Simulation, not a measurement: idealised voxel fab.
voxel wiring stack: a process module
This is section cut - it's 270 nm across, gridded in 5 nm square cells.
Format of a cross-section: grid, square cells. Given as bands. Order: top down. Band: one or more rows of cells. For a band, the entry starts with two heights in nm, that of the top and then that of the bottom, and carries on with the band's materials in order from left to right, each alongside its width in nm; the word "edge to edge" beside a single material means it fills the band edge to edge, and "empty" means empty space. Heights are reckoned from 0. Under this level, the received wafer is all of one material. The bottommost band is open-ended downward, for example "0 -> down". Quick explanation for "30 to 40": the width changes in equal steps down the rows of cells, from the first number in the band's top row to the second number in its bottom row. Reading "stayed the same" for a step: not a cell of the cross-section changed in it. Closed cavity list: empty space of 8 cells or more with no open way to the top, each as width x height at its distance from the left edge, in nm. Note: text after step settings on the step line = simulator remark on that step. overlay nm: mask offset rightward from planned place, masked step; negative means leftward offset.

Process steps - plan
1. RECEIVE (material Si)
2. CONFORMAL_DEP (material SiO2; thk nm 15)
3. CONFORMAL_DEP (material SiN; thk nm 5)
4. DIRECTIONAL_DEP (material SiO2; thk nm 15)
5. PATTERN (tone open; mask id METAL_1; material resist; width nm 30; pitch nm 50; thk nm 20; overlay nm 0)
6. DIRECTIONAL_ETCH (etch materials SiO2; depth nm 15)
7. DIRECTIONAL_ETCH (etch materials SiN; depth nm 5)
8. STRIP (etch materials resist)
9. CONFORMAL_DEP (material TiN; thk nm 5)
10. FILL_DEP (material Cu; thk nm 10)
11. CMP (height nm 35)
12. CONFORMAL_DEP (material SiCN; thk nm 5)
13. DIRECTIONAL_DEP (material lowk; thk nm 25)
14. MASKED_ETCH (tone open; mask id METAL_2_HOLES; width nm 15; etch materials lowk; depth nm 25; overlay nm 0)
15. DIRECTIONAL_DEP (material aC; thk nm 10)
16. PATTERN (tone open; mask id METAL_2; material resist; width nm 30; pitch nm 50; thk nm 25; overlay nm -15)
17. DIRECTIONAL_ETCH (etch materials aC; depth nm 10)
18. STRIP (etch materials resist)
19. DIRECTIONAL_ETCH (etch materials lowk; depth nm 15)
20. DIRECTIONAL_ETCH (etch materials SiCN; depth nm 5)
21. STRIP (etch materials aC)
22. CONFORMAL_DEP (material TiN; thk nm 5)
23. FILL_DEP (material Ru; thk nm 5)
24. CMP (height nm 65)
25. CONFORMAL_DEP (material SiCN; thk nm 5)
26. DIRECTIONAL_DEP (material SiO2; thk nm 10)
27. MASKED_ETCH (tone open; mask id PLUG_2; width nm 15; etch materials SiO2; depth nm 10; overlay nm 0)
28. MASKED_ETCH (tone open; mask id PLUG_2; width nm 15; etch materials SiCN; depth nm 5; overlay nm 0)
29. CONFORMAL_DEP (material TiN; thk nm 5)
30. FILL_DEP (material Ru; thk nm 5)
31. CMP (height nm 80)
32. CONFORMAL_DEP (material SiN; thk nm 5)
33. DIRECTIONAL_DEP (material SiO2; thk nm 20)
34. MASKED_ETCH (tone open; mask id METAL_3; width nm 30; pitch nm 50; etch materials SiO2; depth nm 20; overlay nm 0)
35. MASKED_ETCH (tone open; mask id METAL_3; width nm 30; pitch nm 50; etch materials SiN; depth nm 5; overlay nm 0)
36. CONFORMAL_DEP (material TiN; thk nm 5)
37. FILL_DEP (material Ru; thk nm 5)
38. CMP (height nm 105)
39. CONFORMAL_DEP (material SiN; thk nm 5)
Be aware that, although all wafers share a common starting state, the overlay nm at step 16 differs among them, and the plan displays the first wafer's value.

Received condition of the first of several wafers, sectioned: post-step 1
	0 -> down: Si edge to edge
	Closed cavity list: none

Once step 39, the last step, is complete, the module is at its end; this is the cross-section of the first of several wafers
	110 -> 105: SiN edge to edge
	105 -> 85: 95 SiO2  5 TiN  20 Ru  5 TiN  20 SiO2  5 TiN  20 Ru  5 TiN  95 SiO2
	85 -> 80: 95 SiN  30 TiN  20 SiN  30 TiN  95 SiN
	80 -> 70: 95 SiO2  5 TiN  5 Ru  5 TiN  160 SiO2
	70 -> 65: 95 SiCN  15 TiN  160 SiCN
	65 -> 55: 80 lowk  5 TiN  20 Ru  5 TiN  20 lowk  5 TiN  20 Ru  5 TiN  110 lowk
	55 -> 50: 80 lowk  20 TiN  5 Ru  5 TiN  20 lowk  30 TiN  110 lowk
	50 -> 40: 95 lowk  5 TiN  5 Ru  5 TiN  160 lowk
	40 -> 35: 95 SiCN  15 TiN  160 SiCN
	35 -> 20: 95 SiO2  5 TiN  20 Cu  5 TiN  20 SiO2  5 TiN  20 Cu  5 TiN  95 SiO2
	20 -> 15: 95 SiN  30 TiN  20 SiN  30 TiN  95 SiN
	15 -> 0: SiO2 edge to edge
	0 -> down: Si edge to edge
	Closed cavity list: none

At the end of the module, the last of several wafers in cross-section
	110 -> 105: SiN edge to edge
	105 -> 85: 95 SiO2  5 TiN  20 Ru  5 TiN  20 SiO2  5 TiN  20 Ru  5 TiN  95 SiO2
	85 -> 80: 95 SiN  30 TiN  20 SiN  30 TiN  95 SiN
	80 -> 70: 95 SiO2  5 TiN  5 Ru  5 TiN  160 SiO2
	70 -> 65: 95 SiCN  15 TiN  160 SiCN
	65 -> 55: 95 lowk  5 TiN  35 Ru  5 TiN  20 lowk  5 TiN  20 Ru  5 TiN  80 lowk
	55 -> 50: 95 lowk  5 TiN  5 Ru  35 TiN  20 lowk  30 TiN  80 lowk
	50 -> 45: 95 lowk  5 TiN  5 Ru  5 TiN  160 lowk
	45 -> 40: 95 lowk  15 TiN  160 lowk
	40 -> 35: SiCN edge to edge
	35 -> 20: 95 SiO2  5 TiN  20 Cu  5 TiN  20 SiO2  5 TiN  20 Cu  5 TiN  95 SiO2
	20 -> 15: 95 SiN  30 TiN  20 SiN  30 TiN  95 SiN
	15 -> 0: SiO2 edge to edge
	0 -> down: Si edge to edge
	Closed cavity list: none

Heads up, this table goes wafer by wafer. A row tells you, at the end of the module, how many cells of each material that wafer has put on (+) or dropped (-) since it was received, and then its closed voids
overlay nm -15 | +24 Cu | +53 Ru | +102 SiCN | +138 SiN | +558 SiO2 | +85 TiN | +228 lowk | Closed cavity list: none
overlay nm -10 | +24 Cu | +53 Ru | +102 SiCN | +138 SiN | +558 SiO2 | +85 TiN | +228 lowk | Closed cavity list: none
overlay nm -5 | +24 Cu | +53 Ru | +102 SiCN | +138 SiN | +558 SiO2 | +85 TiN | +228 lowk | Closed cavity list: none
overlay nm 0 | +24 Cu | +53 Ru | +102 SiCN | +138 SiN | +558 SiO2 | +85 TiN | +228 lowk | Closed cavity list: none
overlay nm 5 | +24 Cu | +54 Ru | +103 SiCN | +138 SiN | +558 SiO2 | +86 TiN | +225 lowk | Closed cavity list: none
overlay nm 10 | +24 Cu | +56 Ru | +104 SiCN | +138 SiN | +558 SiO2 | +86 TiN | +222 lowk | Closed cavity list: none
overlay nm 15 | +24 Cu | +58 Ru | +105 SiCN | +138 SiN | +558 SiO2 | +86 TiN | +219 lowk | Closed cavity list: none
